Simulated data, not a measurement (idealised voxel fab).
voxel capacitor over wiring: a process module
220 nm wide, 5 nm square cells: that's cross-section cut.
Heads up, the way a cross-section reads in here is a grid of square cells, handed over as bands from the top down, with every band being one or more rows of cells.
Basically the band line says how high the top is and how high the bottom is, in nm, and then what's in it from left to right, every material with its width in nm. Empty space shows up as "air", and if a single material carries "throughout" it runs the full band edge to edge.
Counting heights begins at 0, where everything beneath is, in the wafer as received, one material. The lowest band has no bottom; it goes on downwards, as "0 and below" shows.
Think of "30 to 40" as a width that walks from the first number to the second as you go down the band, top row to bottom row, taking equal-sized steps from row to row.
Where a step carries "no change occurred", the cross-section came out of it unchanged, cell for cell.
Entry "Closed cavities". Content: empty spaces with no open connection to the top, size 8 cells or greater. Each: width x height at distance. Distance: from left edge. Unit: nm.
Step line, after settings: the simulator's comment on this step.
A step line may carry the setting "overlay nm", which, for steps involving a mask, states the distance by which the mask lay to the right of its intended position; negative values denote displacement to the left.
Process steps - plan:
1 RECEIVE | material Si
2 CONFORMAL_DEP | material SiO2 | thk nm 15
3 CONFORMAL_DEP | material SiCN | thk nm 5
4 DIRECTIONAL_DEP | material SiO2 | thk nm 20
5 DIRECTIONAL_DEP | material aC | thk nm 10
6 PATTERN | tone open | mask id METAL_1 | material resist | width nm 25 | pitch nm 75 | thk nm 25 | overlay nm 0
7 DIRECTIONAL_ETCH | etch materials aC | depth nm 10
8 STRIP | etch materials resist
9 DIRECTIONAL_ETCH | etch materials SiO2 | depth nm 20
10 DIRECTIONAL_ETCH | etch materials SiCN | depth nm 5
11 STRIP | etch materials aC
12 CONFORMAL_DEP | material TiN | thk nm 5
13 FILL_DEP | material Ru | thk nm 10
14 CMP | height nm 40
15 EPI | material Ru | thk nm 5
16 FILL_DEP | material SiCN | thk nm 5
17 DIRECTIONAL_DEP | material lowk | thk nm 10
18 PATTERN | tone open | mask id PLUG_1 | material resist | width nm 15 | thk nm 20 | overlay nm 0
19 DIRECTIONAL_ETCH | etch materials lowk | depth nm 10
20 DIRECTIONAL_ETCH | etch materials SiCN | depth nm 5
21 STRIP | etch materials resist
22 EPI | material Ru | thk nm 10
23 EPI | material Ru | thk nm 5
24 DIRECTIONAL_DEP | material TiN | thk nm 10
25 DIRECTIONAL_DEP | material HfO2 | thk nm 5
26 DIRECTIONAL_DEP | material TiN | thk nm 10
27 DIRECTIONAL_DEP | material aC | thk nm 10
28 PATTERN | tone cover | mask id UPPER_PLATE | material resist | width nm 55 | thk nm 30 | overlay nm 0
29 DIRECTIONAL_ETCH | etch materials aC | depth nm 10
30 STRIP | etch materials resist
31 DIRECTIONAL_ETCH | etch materials TiN | depth nm 10
32 DIRECTIONAL_ETCH | etch materials HfO2 | depth nm 5
33 STRIP | etch materials aC
34 DIRECTIONAL_DEP | material aC | thk nm 10
35 PATTERN | tone cover | mask id LOWER_PLATE | material resist | width nm 65 | thk nm 25 | overlay nm 0
36 DIRECTIONAL_ETCH | etch materials aC | depth nm 10
37 STRIP | etch materials resist
38 DIRECTIONAL_ETCH | etch materials TiN | depth nm 10
39 STRIP | etch materials aC
40 FILL_DEP | material SiO2 | thk nm 20
41 CMP | height nm 100
42 MASKED_ETCH | tone open | mask id PLUG_2 | width nm 15 | etch materials SiO2 | depth nm 15 | overlay nm 0
43 CONFORMAL_DEP | material TiN | thk nm 5
44 FILL_DEP | material Cu | thk nm 5
45 CMP | height nm 100
46 CONFORMAL_DEP | material SiN | thk nm 5
Cross-section of the wafer as it came to us, i.e., already through step 1:
  0 and below | Si throughout
  Closed cavities: none
Final wafer profile in cross-section after the module, from the same start and plan as above, with one mistake made during processing:
  105 down to 100 | SiN throughout
  100 down to 90 | 75 nm SiO2 / 5 nm TiN / 15 nm Cu / 5 nm TiN / 120 nm SiO2
  90 down to 85 | 75 nm SiO2 / 25 nm TiN / 120 nm SiO2
  85 down to 75 | 70 nm SiO2 / 55 nm TiN / 95 nm SiO2
  75 down to 70 | 70 nm SiO2 / 55 nm HfO2 / 95 nm SiO2
  70 down to 60 | 65 nm SiO2 / 65 nm TiN / 90 nm SiO2
  60 down to 50 | 70 nm lowk / 15 nm Ru / 135 nm lowk
  50 down to 45 | 70 nm SiCN / 15 nm Ru / 135 nm SiCN
  45 down to 40 | 55 nm SiCN / 35 nm Ru / 40 nm SiCN / 35 nm Ru / 55 nm SiCN
  40 down to 20 | 60 nm SiO2 / 5 nm TiN / 15 nm Ru / 5 nm TiN / 50 nm SiO2 / 5 nm TiN / 15 nm Ru / 5 nm TiN / 60 nm SiO2
  20 down to 15 | 60 nm SiCN / 25 nm TiN / 50 nm SiCN / 25 nm TiN / 60 nm SiCN
  15 down to 0 | SiO2 throughout
  0 and below | Si throughout
  Closed cavities: none
The mistake made against the process plan was this: for step 42, the planned setting was not used; the step was instead run as MASKED_ETCH | tone open | mask id PLUG_2 | width nm 25 | etch materials SiO2 | depth nm 15 | overlay nm 0
